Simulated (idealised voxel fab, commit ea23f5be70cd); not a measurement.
The name of this process module is voxel self aligned vias.
cross-section cut | 200 nm wide | cells 5 nm
Each cross-section below is a grid of square cells, stated as bands in top-down order, with one or more rows of cells making up each band.
What a band's entry tells you: where the top is and where the bottom is, as heights in nm, and after that what lies inside, material by material from left to right, each with its width in nm. Empty space is written as the word "air", and a single material marked with the word "edge to edge" occupies the band from edge to edge.
Height reference: 0 = level under which incoming wafer is all one material. Lowest band: no bottom, runs on downward, e.g. "0 and below".
A two-number width, for instance "30..40", indicates that the width is equal to the first number in the top row of the band and to the second number in the bottom row, and that it changes by a constant amount per row of cells.
Where a step carries "same as before", the cross-section came out of it unchanged, cell for cell.
Look at "Closed-off voids" for the closed voids: empty spaces with no open path to the top, sized 8 cells or up. Each is width x height at distance, distance from the left edge, all nm.
If you see something after the settings on a step's line, that's the simulator's own remark about that step.
overlay nm: mask offset rightward from planned place, masked step; negative means leftward offset.
Planned process steps:
1: RECEIVE,material Si
2: CONFORMAL_DEP,material SiO2,thk nm 15
3: CONFORMAL_DEP,material SiCN,thk nm 5
4: DIRECTIONAL_DEP,material lowk,thk nm 20
5: PATTERN,tone open,mask id LINES,material resist,width nm 20,pitch nm 45,thk nm 20,overlay nm 0
6: DIRECTIONAL_ETCH,etch materials lowk,depth nm 20
7: STRIP,etch materials resist
8: CONFORMAL_DEP,material TiN,thk nm 5
9: FILL_DEP,material Ru,thk nm 10
10: CMP,height nm 40
11: SELECTIVE_ETCH,etch materials W Ru TiN,depth nm 10
12: FILL_DEP,material SiN,thk nm 10
13: CMP,height nm 40
14: DIRECTIONAL_DEP,material lowk,thk nm 15
15: MASKED_ETCH,tone open,mask id VIAS,width nm 30,pitch nm 90,etch materials lowk,depth nm 15,overlay nm 0
16: MASKED_ETCH,tone open,mask id VIAS,width nm 30,pitch nm 90,etch materials SiN,depth nm 10,overlay nm 0
17: CONFORMAL_DEP,material TiN,thk nm 5
18: FILL_DEP,material Ru,thk nm 5
19: CMP,height nm 55
20: CONFORMAL_DEP,material SiN,thk nm 5
First of two wafers, with the run carried out as planned:
Cross-section of the wafer upon arrival, representing the state reached after step 1:
0 and below = Si edge to edge
Closed-off voids: none
Wafer after step 2 (cross-section):
15 down to 0 = SiO2 edge to edge
All layers under 0 are left as they were.
Wafer after step 3 (cross-section):
20 down to 15 = SiCN edge to edge
All layers under 15 are left as they were.
Wafer after step 4 (cross-section):
40 down to 20 = lowk edge to edge
All layers under 20 are left as they were.
Wafer after step 5 (cross-section):
60 down to 40 = 45 resist | 20 air | 25 resist | 20 air | 25 resist | 20 air | 45 resist
All layers under 40 are left as they were.
Wafer after step 6 (cross-section):
60 down to 40 = 45 resist | 20 air | 25 resist | 20 air | 25 resist | 20 air | 45 resist
40 down to 20 = 45 lowk | 20 air | 25 lowk | 20 air | 25 lowk | 20 air | 45 lowk
All layers under 20 are left as they were.
Wafer after step 7 (cross-section):
40 down to 20 = 45 lowk | 20 air | 25 lowk | 20 air | 25 lowk | 20 air | 45 lowk
All layers under 20 are left as they were.
Wafer after step 8 (cross-section):
45 down to 40 = 50 TiN | 10 air | 35 TiN | 10 air | 35 TiN | 10 air | 50 TiN
40 down to 25 = 45 lowk | 5 TiN | 10 air | 5 TiN | 25 lowk | 5 TiN | 10 air | 5 TiN | 25 lowk | 5 TiN | 10 air | 5 TiN | 45 lowk
25 down to 20 = 45 lowk | 20 TiN | 25 lowk | 20 TiN | 25 lowk | 20 TiN | 45 lowk
All layers under 20 are left as they were.
Wafer after step 9 (cross-section):
55 down to 45 = Ru edge to edge
45 down to 40 = 50 TiN | 10 Ru | 35 TiN | 10 Ru | 35 TiN | 10 Ru | 50 TiN
40 down to 25 = 45 lowk | 5 TiN | 10 Ru | 5 TiN | 25 lowk | 5 TiN | 10 Ru | 5 TiN | 25 lowk | 5 TiN | 10 Ru | 5 TiN | 45 lowk
All layers under 25 are left as they were.
Wafer after step 10 (cross-section):
40 down to 25 = 45 lowk | 5 TiN | 10 Ru | 5 TiN | 25 lowk | 5 TiN | 10 Ru | 5 TiN | 25 lowk | 5 TiN | 10 Ru | 5 TiN | 45 lowk
All layers under 25 are left as they were.
Wafer after step 11 (cross-section):
40 down to 30 = 45 lowk | 20 air | 25 lowk | 20 air | 25 lowk | 20 air | 45 lowk
All layers under 30 are left as they were.
Wafer after step 12 (cross-section):
50 down to 40 = SiN edge to edge
40 down to 30 = 45 lowk | 20 SiN | 25 lowk | 20 SiN | 25 lowk | 20 SiN | 45 lowk
All layers under 30 are left as they were.
Wafer after step 13 (cross-section):
40 down to 30 = 45 lowk | 20 SiN | 25 lowk | 20 SiN | 25 lowk | 20 SiN | 45 lowk
All layers under 30 are left as they were.
Wafer after step 14 (cross-section):
55 down to 40 = lowk edge to edge
All layers under 40 are left as they were.
Wafer after step 15 (cross-section):
55 down to 40 = 40 lowk | 30 air | 60 lowk | 30 air | 40 lowk
All layers under 40 are left as they were.
Wafer after step 16 (cross-section):
55 down to 40 = 40 lowk | 30 air | 60 lowk | 30 air | 40 lowk
40 down to 30 = 45 lowk | 20 air | 25 lowk | 20 SiN | 25 lowk | 20 air | 45 lowk
All layers under 30 are left as they were.
Wafer after step 17 (cross-section):
60 down to 55 = 45 TiN | 20 air | 70 TiN | 20 air | 45 TiN
55 down to 45 = 40 lowk | 5 TiN | 20 air | 5 TiN | 60 lowk | 5 TiN | 20 air | 5 TiN | 40 lowk
45 down to 40 = 40 lowk | 10 TiN | 10 air | 10 TiN | 60 lowk | 10 TiN | 10 air | 10 TiN | 40 lowk
40 down to 35 = 45 lowk | 5 TiN | 10 air | 5 TiN | 25 lowk | 20 SiN | 25 lowk | 5 TiN | 10 air | 5 TiN | 45 lowk
35 down to 30 = 45 lowk | 20 TiN | 25 lowk | 20 SiN | 25 lowk | 20 TiN | 45 lowk
All layers under 30 are left as they were.
Wafer after step 18 (cross-section):
65 down to 60 = Ru edge to edge
60 down to 55 = 45 TiN | 20 Ru | 70 TiN | 20 Ru | 45 TiN
55 down to 45 = 40 lowk | 5 TiN | 20 Ru | 5 TiN | 60 lowk | 5 TiN | 20 Ru | 5 TiN | 40 lowk
45 down to 40 = 40 lowk | 10 TiN | 10 Ru | 10 TiN | 60 lowk | 10 TiN | 10 Ru | 10 TiN | 40 lowk
40 down to 35 = 45 lowk | 5 TiN | 10 Ru | 5 TiN | 25 lowk | 20 SiN | 25 lowk | 5 TiN | 10 Ru | 5 TiN | 45 lowk
All layers under 35 are left as they were.
Wafer after step 19 (cross-section):
55 down to 45 = 40 lowk | 5 TiN | 20 Ru | 5 TiN | 60 lowk | 5 TiN | 20 Ru | 5 TiN | 40 lowk
All layers under 45 are left as they were.
Wafer after step 20 (cross-section):
60 down to 55 = SiN edge to edge
All layers under 55 are left as they were.
Second wafer, same starting conditions and recipe as the first, one mistake in executing it, nothing differs from the first up to and including step 2:
Here is the second wafer in cross-section at the point where step 3 of the plan should have been done: same as before
Here is the second wafer in cross-section at the point where step 4 of the plan should have been done:
35 down to 15 = lowk edge to edge
All layers under 15 are left as they were.
Here is the second wafer in cross-section at the point where step 5 of the plan should have been done:
55 down to 35 = 45 resist | 20 air | 25 resist | 20 air | 25 resist | 20 air | 45 resist
All layers under 35 are left as they were.
Here is the second wafer in cross-section at the point where step 6 of the plan should have been done:
55 down to 35 = 45 resist | 20 air | 25 resist | 20 air | 25 resist | 20 air | 45 resist
35 down to 15 = 45 lowk | 20 air | 25 lowk | 20 air | 25 lowk | 20 air | 45 lowk
All layers under 15 are left as they were.
Here is the second wafer in cross-section at the point where step 7 of the plan should have been done:
35 down to 15 = 45 lowk | 20 air | 25 lowk | 20 air | 25 lowk | 20 air | 45 lowk
All layers under 15 are left as they were.
Here is the second wafer in cross-section at the point where step 8 of the plan should have been done:
40 down to 35 = 50 TiN | 10 air | 35 TiN | 10 air | 35 TiN | 10 air | 50 TiN
35 down to 20 = 45 lowk | 5 TiN | 10 air | 5 TiN | 25 lowk | 5 TiN | 10 air | 5 TiN | 25 lowk | 5 TiN | 10 air | 5 TiN | 45 lowk
20 down to 15 = 45 lowk | 20 TiN | 25 lowk | 20 TiN | 25 lowk | 20 TiN | 45 lowk
All layers under 15 are left as they were.
Here is the second wafer in cross-section at the point where step 9 of the plan should have been done:
50 down to 40 = Ru edge to edge
40 down to 35 = 50 TiN | 10 Ru | 35 TiN | 10 Ru | 35 TiN | 10 Ru | 50 TiN
35 down to 20 = 45 lowk | 5 TiN | 10 Ru | 5 TiN | 25 lowk | 5 TiN | 10 Ru | 5 TiN | 25 lowk | 5 TiN | 10 Ru | 5 TiN | 45 lowk
All layers under 20 are left as they were.
Here is the second wafer in cross-section at the point where step 10 of the plan should have been done:
40 down to 35 = 50 TiN | 10 Ru | 35 TiN | 10 Ru | 35 TiN | 10 Ru | 50 TiN
All layers under 35 are left as they were.
Here is the second wafer in cross-section at the point where step 11 of the plan should have been done:
35 down to 30 = 45 lowk | 20 air | 25 lowk | 20 air | 25 lowk | 20 air | 45 lowk
All layers under 30 are left as they were.
Here is the second wafer in cross-section at the point where step 12 of the plan should have been done:
45 down to 35 = SiN edge to edge
35 down to 30 = 45 lowk | 20 SiN | 25 lowk | 20 SiN | 25 lowk | 20 SiN | 45 lowk
All layers under 30 are left as they were.
Here is the second wafer in cross-section at the point where step 13 of the plan should have been done:
40 down to 35 = SiN edge to edge
All layers under 35 are left as they were.
Here is the second wafer in cross-section at the point where step 14 of the plan should have been done:
55 down to 40 = lowk edge to edge
All layers under 40 are left as they were.
Here is the second wafer in cross-section at the point where step 15 of the plan should have been done:
55 down to 40 = 40 lowk | 30 air | 60 lowk | 30 air | 40 lowk
All layers under 40 are left as they were.
Here is the second wafer in cross-section at the point where step 16 of the plan should have been done:
55 down to 40 = 40 lowk | 30 air | 60 lowk | 30 air | 40 lowk
40 down to 35 = 40 SiN | 30 air | 60 SiN | 30 air | 40 SiN
35 down to 30 = 45 lowk | 20 air | 25 lowk | 20 SiN | 25 lowk | 20 air | 45 lowk
All layers under 30 are left as they were.
Here is the second wafer in cross-section at the point where step 17 of the plan should have been done:
60 down to 55 = 45 TiN | 20 air | 70 TiN | 20 air | 45 TiN
55 down to 40 = 40 lowk | 5 TiN | 20 air | 5 TiN | 60 lowk | 5 TiN | 20 air | 5 TiN | 40 lowk
40 down to 35 = 40 SiN | 10 TiN | 10 air | 10 TiN | 60 SiN | 10 TiN | 10 air | 10 TiN | 40 SiN
35 down to 30 = 45 lowk | 20 TiN | 25 lowk | 20 SiN | 25 lowk | 20 TiN | 45 lowk
All layers under 30 are left as they were.
Here is the second wafer in cross-section at the point where step 18 of the plan should have been done:
65 down to 60 = Ru edge to edge
60 down to 55 = 45 TiN | 20 Ru | 70 TiN | 20 Ru | 45 TiN
55 down to 40 = 40 lowk | 5 TiN | 20 Ru | 5 TiN | 60 lowk | 5 TiN | 20 Ru | 5 TiN | 40 lowk
40 down to 35 = 40 SiN | 10 TiN | 10 Ru | 10 TiN | 60 SiN | 10 TiN | 10 Ru | 10 TiN | 40 SiN
All layers under 35 are left as they were.
Here is the second wafer in cross-section at the point where step 19 of the plan should have been done:
55 down to 40 = 40 lowk | 5 TiN | 20 Ru | 5 TiN | 60 lowk | 5 TiN | 20 Ru | 5 TiN | 40 lowk
All layers under 40 are left as they were.
Here is the second wafer in cross-section at the point where step 20 of the plan should have been done:
60 down to 55 = SiN edge to edge
All layers under 55 are left as they were.
what went wrong: heads up, step 3 of the plan was skipped and never actually ran
Cell-count delta at end, second wafer over first, by material: Ru: 10 more | SiCN: 40 fewer | SiN: 24 more | TiN: 6 more
